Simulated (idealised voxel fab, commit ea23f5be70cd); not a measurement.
Presented below is a process module, voxel double patterning.
Section shown: cut. Width: 210 nm. Cell size: 5 nm, square.
If you're reading a cross-section in this doc, picture square cells in a grid; it comes to you as bands, top ones listed first down to the bottom, and a band can be one or more rows of cells.
In this notation a band is specified by the heights of its top and bottom, in that order and in nm, after which its materials appear from left to right, each paired with its width in nm. The word "throughout" attached to a single material means that material fills the band from edge to edge; the word "air" stands for empty space.
Height reference: 0 = level under which incoming wafer is all one material. Lowest band: no bottom, runs on downward, e.g. "from 0 down".
A width such as "30->40" changes by the same amount from each row of cells to the next, from the band's top row to its bottom row.
"everything unchanged" for a step: no cell of the cross-section changed in that step.
"Unvented cavities" specifies each empty space that is not open to the top and that occupies no fewer than 8 cells, using the form width x height at distance, the distance measured from the left edge and all three quantities in nm.
On a step's line, text after the settings is the simulator commenting on that step.
overlay nm: step with mask; distance mask lay right of planned place; negative value = left of planned place.
-- Intended process steps
1) RECEIVE, material Si
2) CONFORMAL_DEP, material SiO2, thk nm 5
3) DIRECTIONAL_DEP, material W, thk nm 20
4) DIRECTIONAL_DEP, material SiN, thk nm 10
5) DIRECTIONAL_DEP, material aC, thk nm 10
6) PATTERN, tone open, mask id FIRST, material resist, width nm 15, pitch nm 50, thk nm 30, overlay nm 0
7) DIRECTIONAL_ETCH, etch materials aC, depth nm 10
8) STRIP, etch materials resist
9) DIRECTIONAL_ETCH, etch materials SiN, depth nm 10
10) STRIP, etch materials aC
11) DIRECTIONAL_DEP, material aC, thk nm 15
12) PATTERN, tone open, mask id SECOND, material resist, width nm 15, thk nm 35, overlay nm 0
13) DIRECTIONAL_ETCH, etch materials aC, depth nm 15
14) STRIP, etch materials resist
15) DIRECTIONAL_ETCH, etch materials SiN, depth nm 10
16) STRIP, etch materials aC
17) DIRECTIONAL_ETCH, etch materials W, depth nm 20
18) STRIP, etch materials SiN
-- Cross-sectional view of the wafer in its as-received condition, corresponding to the state after step 1
    from 0 down  Si throughout
    Unvented cavities: none
-- Module complete - cross-section of the first of two wafers, run according to plan
    from 25 to 5  W 70 / air 15 / W 10 / air 15 / W 10 / air 15 / W 75
    from 5 to 0  SiO2 throughout
    from 0 down  Si throughout
    Unvented cavities: none
-- The second wafer, shown in cross-section after the module: started the same way as the first and given the same plan, yet one mistake crept into how it was run
    from 45 to 25  W 70 / air 15 / W 10 / air 15 / W 10 / air 15 / W 75
    from 25 to 5  W throughout
    from 5 to 0  SiO2 throughout
    from 0 down  Si throughout
    Unvented cavities: none
The mistake made against the process plan was this: execution of plan step 3 occurred twice
Final wafer comparison in cells, second versus first, more or fewer per material: W: 168 more
